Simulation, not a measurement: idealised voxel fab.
process module | voxel gate over fins
cross-section cut | 230 nm wide | cells 5 nm
A cross-section is a grid of square cells, given in bands from the top down. A band is one or more rows of cells.
Each band's line starts with the height of the band's top and of its bottom, in nm. Then come its materials from left to right, each with its width in nm. One material with "throughout" fills the band from edge to edge. "air" is empty space.
Height 0 is the level under which the wafer as received is all one material. The lowest band goes on downwards, as in "0 down".
A width such as "30 to 40" changes by the same amount from each row of cells to the next, from the band's top row to its bottom row.
"no change" after a step means that no cell of the cross-section changed.
closed voids: empty space of 8 cells or more with no open way to the top, each as width x height at its distance from the left edge, in nm
after a step's settings: what the simulator itself notes on the step
overlay nm, on a step with a mask: how far to the right of its planned place the mask lay; to the left if negative
plan
1 op RECEIVE | material Si
2 op CONFORMAL_DEP | material SiN | thk nm 5
3 op MASKED_ETCH | tone cover | mask id FINS | width nm 15 | pitch nm 35 | etch materials SiN | depth nm 5 | overlay nm 0
4 op MASKED_ETCH | tone cover | mask id FINS | width nm 15 | pitch nm 35 | etch materials Si | depth nm 40 | overlay nm 0
5 op OXIDIZE | depth nm 5
6 op FILL_DEP | material SiO2 | thk nm 10
7 op CMP | height nm 5
8 op SELECTIVE_ETCH | etch materials SiO2 | depth nm 20
9 op STRIP | etch materials SiN
10 op CONFORMAL_DEP | material HfO2 | thk nm 5
11 op CONFORMAL_DEP | material TiN | thk nm 5
12 op FILL_DEP | material W | thk nm 15
13 op CMP | height nm 20
14 op CONFORMAL_DEP | material SiCN | thk nm 5
as received, after step 1
  0 down: Si throughout
  closed voids: none
a wafer at the end: this start, this plan, one mistake
  25 to 20: SiCN throughout
  20 to 5: W throughout
  5 to 0: W 70 | TiN 15 | W 20 | TiN 15 | W 20 | TiN 15 | W 75
  0 to -10: W 70 | TiN 5 | Si 5 | TiN 5 | W 20 | TiN 5 | Si 5 | TiN 5 | W 20 | TiN 5 | Si 5 | TiN 5 | W 75
  -10 to -15: TiN 75 | Si 5 | TiN 30 | Si 5 | TiN 30 | Si 5 | TiN 80
  -15 to -45: SiO2 75 | Si 5 | SiO2 30 | Si 5 | SiO2 30 | Si 5 | SiO2 80
  -45 down: Si throughout
  closed voids: none
what went wrong: step 10 was left out
